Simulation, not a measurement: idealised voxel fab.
Title: Process Module voxel released beams
The figure presents cross-section cut, which has a width of 145 nm and is divided into square cells with an edge length of 5 nm.
Each cross-section below is a grid of square cells, stated as bands in top-down order, with one or more rows of cells making up each band.
Band: top and bottom heights (nm) first, top before bottom; then materials from left to right, widths in nm. "edge to edge" marks a sole material filling the band edge to edge. "empty" denotes empty space.
Height 0 is the level under which the wafer as received is all one material. The lowest band goes on downwards, as in "0 -> down".
Top row gets the first number, bottom row gets the second, and each row in between changes by the same step: that is how a band width like "30 to 40" works.
A step reported as "no alteration" is a step in which no cell of the cross-section changed.
"Enclosed internal voids" specifies each empty space that is not open to the top and that occupies no fewer than 8 cells, using the form width x height at distance, the distance measured from the left edge and all three quantities in nm.
Where a step's line continues beyond its settings, the continuation is a remark by the simulator itself on that step.
overlay nm: right-of-plan distance of the mask on a masked step; negative values mean left-of-plan.

## Intended process steps
- 1: RECEIVE [material Si]
- 2: CONFORMAL_DEP [material Al2O3] [thk nm 10]
- 3: DIRECTIONAL_DEP [material SiO2] [thk nm 10]
- 4: MASKED_ETCH [tone open] [mask id ANCHOR] [width nm 30] [etch materials SiO2] [depth nm 10] [overlay nm 0]
- 5: CONFORMAL_DEP [material SiN] [thk nm 15]
- 6: MASKED_ETCH [tone cover] [mask id BEAM] [width nm 85] [etch materials SiN] [depth nm 15] [overlay nm 0]
- 7: STRIP [etch materials SiO2]
Keep in mind the plan's value for the width nm of step 4 comes from the first wafer; the wafers don't share that setting, but they do share the same starting point.

## Cut through the first of several wafers as received, post step 1
0 -> down | Si edge to edge
Enclosed internal voids: none

## First of several wafers in cross-section at module end, following the final step, step 7
35 -> 20 | empty=25, SiN=85, empty=35
20 -> 10 | empty=35, SiN=30, empty=80
10 -> 0 | Al2O3 edge to edge
0 -> down | Si edge to edge
Enclosed internal voids: none

## Last wafer, end of module, cross-section
35 -> 25 | empty=25, SiN=15, empty=25, SiN=45, empty=35
25 -> 20 | empty=25, SiN=85, empty=35
20 -> 10 | empty=25, SiN=55, empty=65
10 -> 0 | Al2O3 edge to edge
0 -> down | Si edge to edge
Enclosed internal voids: none

## For your reference, the table is organized with a row per wafer; each row reflects the wafer at the end of the module, indicating for each material the cells gained (+) or lost (-) since receipt, and thereafter its closed voids
width nm 30 | +58 Al2O3 | +63 SiN | Enclosed internal voids: none
width nm 35 | +58 Al2O3 | +63 SiN | Enclosed internal voids: none
width nm 40 | +58 Al2O3 | +63 SiN | Enclosed internal voids: none
width nm 45 | +58 Al2O3 | +63 SiN | Enclosed internal voids: none
width nm 50 | +58 Al2O3 | +63 SiN | Enclosed internal voids: none
width nm 55 | +58 Al2O3 | +63 SiN | Enclosed internal voids: none
